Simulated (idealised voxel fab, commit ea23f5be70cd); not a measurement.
process module | voxel capacitor over wiring
The cross-section shown here is cut; it is 205 nm wide and divided into square cells measuring 5 nm on a side.
If you're reading a cross-section in this doc, picture square cells in a grid; it comes to you as bands, top ones listed first down to the bottom, and a band can be one or more rows of cells.
Quick guide to a band line: top height, bottom height (nm) up front; then every material left to right with its width in nm. Only one material and it's marked "edge to edge"? Then it fills the band edge to edge. And "blank" just means empty space.
For the purposes of this specification, 0 denotes the height below which the wafer in its as-received condition is composed wholly of one material, and the lowermost band, lacking a lower limit, extends downward without end, as expressed in "z 0 and below".
With a width like "30..40", each row of cells in the band differs from the next by the same amount, the top row carrying the first number and the bottom row the second.
For the purposes of this document, the phrase "remains unaltered" attached to a step denotes that no cell within the cross-section was modified by that step.
You'll see "Sealed cavities" listing empty spaces that have no way open to the top, as long as they're 8 cells or more; the notation is width x height at distance, where the distance is from the left edge, and all of it is in nm.
Whatever follows a step's settings on its line is a remark the simulator itself makes about that step.
overlay nm: for a step with a mask, the amount by which the mask lay right of where it was planned; a negative amount means left of it.
The planned process steps are enumerated hereunder
- 1: RECEIVE: material Si
- 2: CONFORMAL_DEP: material SiO2, thk nm 10
- 3: CONFORMAL_DEP: material SiCN, thk nm 5
- 4: DIRECTIONAL_DEP: material SiO2, thk nm 25
- 5: PATTERN: tone open, mask id METAL_1, material resist, width nm 20, pitch nm 85, thk nm 15, overlay nm 0
- 6: DIRECTIONAL_ETCH: etch materials SiO2, depth nm 25
- 7: DIRECTIONAL_ETCH: etch materials SiCN, depth nm 5
- 8: STRIP: etch materials resist
- 9: CONFORMAL_DEP: material TiN, thk nm 5
- 10: FILL_DEP: material Cu, thk nm 10
- 11: CMP: height nm 40
- 12: CONFORMAL_DEP: material SiCN, thk nm 5
- 13: DIRECTIONAL_DEP: material SiO2, thk nm 20
- 14: DIRECTIONAL_DEP: material aC, thk nm 15
- 15: PATTERN: tone open, mask id PLUG_1, material resist, width nm 15, thk nm 30, overlay nm 0
- 16: DIRECTIONAL_ETCH: etch materials aC, depth nm 15
- 17: STRIP: etch materials resist
- 18: DIRECTIONAL_ETCH: etch materials SiO2, depth nm 20
- 19: DIRECTIONAL_ETCH: etch materials SiCN, depth nm 5
- 20: STRIP: etch materials aC
- 21: EPI: material Ru, thk nm 10
- 22: EPI: material Ru, thk nm 10
- 23: EPI: material Ru, thk nm 5
- 24: DIRECTIONAL_DEP: material TiN, thk nm 5
- 25: DIRECTIONAL_DEP: material Al2O3, thk nm 5
- 26: DIRECTIONAL_DEP: material TiN, thk nm 5
- 27: MASKED_ETCH: tone cover, mask id UPPER_PLATE, width nm 70, etch materials TiN, depth nm 5, overlay nm 0
- 28: MASKED_ETCH: tone cover, mask id UPPER_PLATE, width nm 70, etch materials Al2O3, depth nm 5, overlay nm 0
- 29: MASKED_ETCH: tone cover, mask id LOWER_PLATE, width nm 80, etch materials TiN, depth nm 5, overlay nm 0
- 30: FILL_DEP: material SiO2, thk nm 15
- 31: CMP: height nm 90
- 32: DIRECTIONAL_DEP: material aC, thk nm 15
- 33: PATTERN: tone open, mask id PLUG_2, material resist, width nm 15, thk nm 35, overlay nm 0
- 34: DIRECTIONAL_ETCH: etch materials aC, depth nm 15
- 35: STRIP: etch materials resist
- 36: DIRECTIONAL_ETCH: etch materials SiO2, depth nm 10
- 37: STRIP: etch materials aC
- 38: CONFORMAL_DEP: material TiN, thk nm 5
- 39: FILL_DEP: material Cu, thk nm 5
- 40: CMP: height nm 90
- 41: CONFORMAL_DEP: material SiCN, thk nm 5
Concerning the first of two wafers, which was run in accordance with the plan
As-received state of the wafer in cross-section, equivalent to post-step 1
  z 0 and below = Si edge to edge
  Sealed cavities: none
After step 2
  z 10 to 0 = SiO2 edge to edge
  Rest of section, below 0: as before.
After step 3
  z 15 to 10 = SiCN edge to edge
  Rest of section, below 10: as before.
After step 4
  z 40 to 15 = SiO2 edge to edge
  Rest of section, below 15: as before.
After step 5
  z 55 to 40 = resist 50 nm, blank 20 nm, resist 65 nm, blank 20 nm, resist 50 nm
  Rest of section, below 40: as before.
After step 6
  z 55 to 40 = resist 50 nm, blank 20 nm, resist 65 nm, blank 20 nm, resist 50 nm
  z 40 to 15 = SiO2 50 nm, blank 20 nm, SiO2 65 nm, blank 20 nm, SiO2 50 nm
  Rest of section, below 15: as before.
After step 7
  z 55 to 40 = resist 50 nm, blank 20 nm, resist 65 nm, blank 20 nm, resist 50 nm
  z 40 to 15 = SiO2 50 nm, blank 20 nm, SiO2 65 nm, blank 20 nm, SiO2 50 nm
  z 15 to 10 = SiCN 50 nm, blank 20 nm, SiCN 65 nm, blank 20 nm, SiCN 50 nm
  Rest of section, below 10: as before.
After step 8
  z 40 to 15 = SiO2 50 nm, blank 20 nm, SiO2 65 nm, blank 20 nm, SiO2 50 nm
  Rest of section, below 15: as before.
After step 9
  z 45 to 40 = TiN 55 nm, blank 10 nm, TiN 75 nm, blank 10 nm, TiN 55 nm
  z 40 to 15 = SiO2 50 nm, TiN 5 nm, blank 10 nm, TiN 5 nm, SiO2 65 nm, TiN 5 nm, blank 10 nm, TiN 5 nm, SiO2 50 nm
  z 15 to 10 = SiCN 50 nm, TiN 20 nm, SiCN 65 nm, TiN 20 nm, SiCN 50 nm
  Rest of section, below 10: as before.
After step 10
  z 55 to 45 = Cu edge to edge
  z 45 to 40 = TiN 55 nm, Cu 10 nm, TiN 75 nm, Cu 10 nm, TiN 55 nm
  z 40 to 15 = SiO2 50 nm, TiN 5 nm, Cu 10 nm, TiN 5 nm, SiO2 65 nm, TiN 5 nm, Cu 10 nm, TiN 5 nm, SiO2 50 nm
  Rest of section, below 15: as before.
After step 11
  z 40 to 15 = SiO2 50 nm, TiN 5 nm, Cu 10 nm, TiN 5 nm, SiO2 65 nm, TiN 5 nm, Cu 10 nm, TiN 5 nm, SiO2 50 nm
  Rest of section, below 15: as before.
After step 12
  z 45 to 40 = SiCN edge to edge
  Rest of section, below 40: as before.
After step 13
  z 65 to 45 = SiO2 edge to edge
  Rest of section, below 45: as before.
After step 14
  z 80 to 65 = aC edge to edge
  Rest of section, below 65: as before.
After step 15
  z 110 to 80 = resist 55 nm, blank 15 nm, resist 135 nm
  Rest of section, below 80: as before.
After step 16
  z 95 to 80 = resist 55 nm, blank 15 nm, resist 135 nm
  z 80 to 65 = aC 55 nm, blank 15 nm, aC 135 nm
  Rest of section, below 65: as before.
After step 17
  z 80 to 65 = aC 55 nm, blank 15 nm, aC 135 nm
  Rest of section, below 65: as before.
After step 18
  z 80 to 65 = aC 55 nm, blank 15 nm, aC 135 nm
  z 65 to 45 = SiO2 55 nm, blank 15 nm, SiO2 135 nm
  Rest of section, below 45: as before.
After step 19
  z 80 to 65 = aC 55 nm, blank 15 nm, aC 135 nm
  z 65 to 45 = SiO2 55 nm, blank 15 nm, SiO2 135 nm
  z 45 to 40 = SiCN 55 nm, blank 15 nm, SiCN 135 nm
  Rest of section, below 40: as before.
After step 20
  z 65 to 45 = SiO2 55 nm, blank 15 nm, SiO2 135 nm
  Rest of section, below 45: as before.
After step 21
  z 65 to 50 = SiO2 55 nm, blank 15 nm, SiO2 135 nm
  z 50 to 45 = SiO2 55 nm, Ru 15 nm, SiO2 135 nm
  z 45 to 40 = SiCN 55 nm, Ru 15 nm, SiCN 135 nm
  Rest of section, below 40: as before.
After step 22
  z 65 to 60 = SiO2 55 nm, blank 15 nm, SiO2 135 nm
  z 60 to 45 = SiO2 55 nm, Ru 15 nm, SiO2 135 nm
  Rest of section, below 45: as before.
After step 23
  z 65 to 45 = SiO2 55 nm, Ru 15 nm, SiO2 135 nm
  Rest of section, below 45: as before.
After step 24
  z 70 to 65 = TiN edge to edge
  Rest of section, below 65: as before.
After step 25
  z 75 to 70 = Al2O3 edge to edge
  Rest of section, below 70: as before.
After step 26
  z 80 to 75 = TiN edge to edge
  Rest of section, below 75: as before.
After step 27
  z 80 to 75 = blank 55 nm, TiN 70 nm, blank 80 nm
  Rest of section, below 75: as before.
After step 28
  z 80 to 75 = blank 55 nm, TiN 70 nm, blank 80 nm
  z 75 to 70 = blank 55 nm, Al2O3 70 nm, blank 80 nm
  Rest of section, below 70: as before.
After step 29
  z 80 to 75 = blank 55 nm, TiN 70 nm, blank 80 nm
  z 75 to 70 = blank 55 nm, Al2O3 70 nm, blank 80 nm
  z 70 to 65 = blank 50 nm, TiN 80 nm, blank 75 nm
  Rest of section, below 65: as before.
After step 30
  z 95 to 80 = SiO2 edge to edge
  z 80 to 75 = SiO2 55 nm, TiN 70 nm, SiO2 80 nm
  z 75 to 70 = SiO2 55 nm, Al2O3 70 nm, SiO2 80 nm
  z 70 to 65 = SiO2 50 nm, TiN 80 nm, SiO2 75 nm
  Rest of section, below 65: as before.
After step 31
  z 90 to 80 = SiO2 edge to edge
  Rest of section, below 80: as before.
After step 32
  z 105 to 90 = aC edge to edge
  Rest of section, below 90: as before.
After step 33
  z 140 to 105 = resist 65 nm, blank 15 nm, resist 125 nm
  Rest of section, below 105: as before.
After step 34
  z 125 to 105 = resist 65 nm, blank 15 nm, resist 125 nm
  z 105 to 90 = aC 65 nm, blank 15 nm, aC 125 nm
  Rest of section, below 90: as before.
After step 35
  z 105 to 90 = aC 65 nm, blank 15 nm, aC 125 nm
  Rest of section, below 90: as before.
After step 36
  z 105 to 90 = aC 65 nm, blank 15 nm, aC 125 nm
  z 90 to 80 = SiO2 65 nm, blank 15 nm, SiO2 125 nm
  Rest of section, below 80: as before.
After step 37
  z 90 to 80 = SiO2 65 nm, blank 15 nm, SiO2 125 nm
  Rest of section, below 80: as before.
After step 38
  z 95 to 90 = TiN 70 nm, blank 5 nm, TiN 130 nm
  z 90 to 85 = SiO2 65 nm, TiN 5 nm, blank 5 nm, TiN 5 nm, SiO2 125 nm
  z 85 to 75 = SiO2 65..55 nm, TiN 15..70 nm, SiO2 125..80 nm
  Rest of section, below 75: as before.
After step 39
  z 100 to 95 = Cu edge to edge
  z 95 to 90 = TiN 70 nm, Cu 5 nm, TiN 130 nm
  z 90 to 85 = SiO2 65 nm, TiN 5 nm, Cu 5 nm, TiN 5 nm, SiO2 125 nm
  Rest of section, below 85: as before.
After step 40
  z 90 to 85 = SiO2 65 nm, TiN 5 nm, Cu 5 nm, TiN 5 nm, SiO2 125 nm
  Rest of section, below 85: as before.
After step 41
  z 95 to 90 = SiCN edge to edge
  Rest of section, below 90: as before.
Here the second wafer is described. Its start and its plan were those of the first wafer. Its run contained one mistake. Up to and including step 32, it did exactly what the first wafer did
Cross-section of the second wafer at the time by which step 33 should have been completed according to the plan
  z 140 to 105 = blank 65 nm, resist 15 nm, blank 125 nm
  Rest of section, below 105: as before.
Cross-section of the second wafer at the time by which step 34 should have been completed according to the plan
  z 125 to 105 = blank 65 nm, resist 15 nm, blank 125 nm
  z 105 to 90 = blank 65 nm, aC 15 nm, blank 125 nm
  Rest of section, below 90: as before.
Cross-section of the second wafer at the time by which step 35 should have been completed according to the plan
  z 105 to 90 = blank 65 nm, aC 15 nm, blank 125 nm
  Rest of section, below 90: as before.
Cross-section of the second wafer at the time by which step 36 should have been completed according to the plan
  z 105 to 90 = blank 65 nm, aC 15 nm, blank 125 nm
  z 90 to 80 = blank 65 nm, SiO2 15 nm, blank 125 nm
  Rest of section, below 80: as before.
Cross-section of the second wafer at the time by which step 37 should have been completed according to the plan
  z 90 to 80 = blank 65 nm, SiO2 15 nm, blank 125 nm
  Rest of section, below 80: as before.
Cross-section of the second wafer at the time by which step 38 should have been completed according to the plan
  z 95 to 90 = blank 60 nm, TiN 25 nm, blank 120 nm
  z 90 to 85 = blank 60 nm, TiN 5 nm, SiO2 15 nm, TiN 5 nm, blank 120 nm
  z 85 to 80 = TiN 65 nm, SiO2 15 nm, TiN 125 nm
  Rest of section, below 80: as before.
Cross-section of the second wafer at the time by which step 39 should have been completed according to the plan
  z 100 to 95 = Cu edge to edge
  z 95 to 90 = Cu 60 nm, TiN 25 nm, Cu 120 nm
  z 90 to 85 = Cu 60 nm, TiN 5 nm, SiO2 15 nm, TiN 5 nm, Cu 120 nm
  Rest of section, below 85: as before.
Cross-section of the second wafer at the time by which step 40 should have been completed according to the plan
  z 90 to 85 = Cu 60 nm, TiN 5 nm, SiO2 15 nm, TiN 5 nm, Cu 120 nm
  Rest of section, below 85: as before.
Cross-section of the second wafer at the time by which step 41 should have been completed according to the plan
  z 95 to 90 = SiCN edge to edge
  Rest of section, below 90: as before.
Where did the run depart from the plan? step 33 deviated from plan and actually ran as PATTERN: tone cover, mask id PLUG_2, material resist, width nm 15, thk nm 35, overlay nm 0
Final difference in cells, second wafer against first, listed per material as more or fewer: 35 more of Cu; 70 fewer of SiO2; 35 more of TiN
